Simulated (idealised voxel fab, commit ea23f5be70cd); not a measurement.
process module | voxel lift off
cross-section cut | 300 nm wide | cells 5 nm
A cross-section is a grid of square cells, given in bands from the top down. A band is one or more rows of cells.
Each band's line starts with the height of the band's top and of its bottom, in nm. Then come its materials from left to right, each with its width in nm. One material with "throughout" fills the band from edge to edge. "air" is empty space.
Height 0 is the level under which the wafer as received is all one material. The lowest band goes on downwards, as in "0 down".
A width such as "30 to 40" changes by the same amount from each row of cells to the next, from the band's top row to its bottom row.
"no change" after a step means that no cell of the cross-section changed.
closed voids: empty space of 8 cells or more with no open way to the top, each as width x height at its distance from the left edge, in nm
after a step's settings: what the simulator itself notes on the step
overlay nm, on a step with a mask: how far to the right of its planned place the mask lay; to the left if negative
plan
1 op RECEIVE | material Si
2 op CONFORMAL_DEP | material SiN | thk nm 10
3 op PATTERN | tone open | mask id LINES | material resist | width nm 30 | pitch nm 60 | thk nm 15 | overlay nm -15
4 op DIRECTIONAL_DEP | material Ru | thk nm 5
5 op STRIP | etch materials resist
6 op CONFORMAL_DEP | material SiN | thk nm 5
varied across the wafers: overlay nm of step 3. The plan shows the first wafer's value. All wafers start alike
first wafer as received, after step 1
  0 down: Si throughout
  closed voids: none
first wafer at the end, after step 6
  20 to 15: air 25 | SiN 40 | air 20 | SiN 40 | air 20 | SiN 40 | air 20 | SiN 40 | air 55
  15 to 10: SiN 30 | Ru 30 | SiN 30 | Ru 30 | SiN 30 | Ru 30 | SiN 30 | Ru 30 | SiN 60
  10 to 0: SiN throughout
  0 down: Si throughout
  closed voids: none
last wafer at the end
  20 to 15: air 55 | SiN 40 | air 20 | SiN 40 | air 20 | SiN 40 | air 20 | SiN 40 | air 25
  15 to 10: SiN 60 | Ru 30 | SiN 30 | Ru 30 | SiN 30 | Ru 30 | SiN 30 | Ru 30 | SiN 30
  10 to 0: SiN throughout
  0 down: Si throughout
  closed voids: none
each wafer at the end: cells of each material gained (+) or lost (-) since it was received, then its closed voids
overlay nm -15 | +24 Ru | +188 SiN | closed voids: none
overlay nm -10 | +24 Ru | +188 SiN | closed voids: none
overlay nm -5 | +24 Ru | +188 SiN | closed voids: none
overlay nm 0 | +24 Ru | +188 SiN | closed voids: none
overlay nm 5 | +24 Ru | +188 SiN | closed voids: none
overlay nm 10 | +24 Ru | +188 SiN | closed voids: none
overlay nm 15 | +24 Ru | +188 SiN | closed voids: none
